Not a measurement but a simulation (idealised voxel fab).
process module | voxel self aligned contacts
cross-section cut | 195 nm wide | cells 5 nm
A cross-section is a grid of square cells, given in bands from the top down. A band is one or more rows of cells.
Each band's line starts with the height of the band's top and of its bottom, in nm. Then come its materials from left to right, each with its width in nm. One material with "throughout" fills the band from edge to edge. "air" is empty space.
Height 0 is the level under which the wafer as received is all one material. The lowest band goes on downwards, as in "0 down".
A width such as "30 to 40" changes by the same amount from each row of cells to the next, from the band's top row to its bottom row.
"no change" after a step means that no cell of the cross-section changed.
closed voids: empty space of 8 cells or more with no open way to the top, each as width x height at its distance from the left edge, in nm
after a step's settings: what the simulator itself notes on the step
overlay nm, on a step with a mask: how far to the right of its planned place the mask lay; to the left if negative
plan
1 op RECEIVE | material Si
2 op OXIDIZE | depth nm 5
3 op DIRECTIONAL_DEP | material polySi | thk nm 30
4 op DIRECTIONAL_DEP | material SiN | thk nm 25
5 op PATTERN | tone cover | mask id GATE | material resist | width nm 30 | pitch nm 75 | thk nm 15 | overlay nm 0
6 op DIRECTIONAL_ETCH | etch materials SiN | depth nm 25
7 op DIRECTIONAL_ETCH | etch materials polySi | depth nm 30
8 op STRIP | etch materials resist
9 op CONFORMAL_DEP | material SiN | thk nm 10
10 op DIRECTIONAL_ETCH | etch materials SiN | depth nm 10
11 op FILL_DEP | material SiO2 | thk nm 20
12 op CMP | height nm 65
13 op MASKED_ETCH | tone open | mask id CONTACT | width nm 55 | etch materials SiO2 | depth nm 70 | overlay nm 0
14 op CONFORMAL_DEP | material TiN | thk nm 5
15 op FILL_DEP | material W | thk nm 5
16 op CMP | height nm 65
17 op CONFORMAL_DEP | material SiCN | thk nm 5
as received, after step 1
  0 down: Si throughout
  closed voids: none
first wafer at the end, as planned
  70 to 65: SiCN throughout
  65 to 55: SiO2 70 | TiN 5 to 20 | W 45 to 15 | TiN 5 to 20 | SiO2 70
  55 to 30: SiO2 35 | SiN 50 | TiN 5 | W 15 | TiN 5 | SiN 50 | SiO2 35
  30 to 0: SiO2 35 | SiN 10 | polySi 30 | SiN 10 | TiN 5 | W 15 | TiN 5 | SiN 10 | polySi 30 | SiN 10 | SiO2 35
  0 to -5: SiO2 85 | TiN 25 | SiO2 85
  -5 down: Si throughout
  closed voids: none
second wafer at the end: like start, like plan, one mistake
  70 to 65: SiCN throughout
  65 to 60: SiO2 70 | TiN 5 | W 45 | TiN 5 | SiO2 70
  60 to 55: SiO2 70 | TiN 55 | SiO2 70
  55 to 30: SiN 55 | SiO2 10 | SiN 65 | SiO2 10 | SiN 55
  30 to 0: polySi 45 | SiN 10 | SiO2 10 | SiN 10 | polySi 45 | SiN 10 | SiO2 10 | SiN 10 | polySi 45
  0 to -5: SiO2 throughout
  -5 down: Si throughout
  closed voids: none
what went wrong: step 5 ran as: op PATTERN | tone open | mask id GATE | material resist | width nm 30 | pitch nm 75 | thk nm 15 | overlay nm 0
at the end the second wafer has, in cells: 75 more of SiN | 105 fewer of SiO2 | 24 fewer of TiN | 36 fewer of W | 90 more of polySi
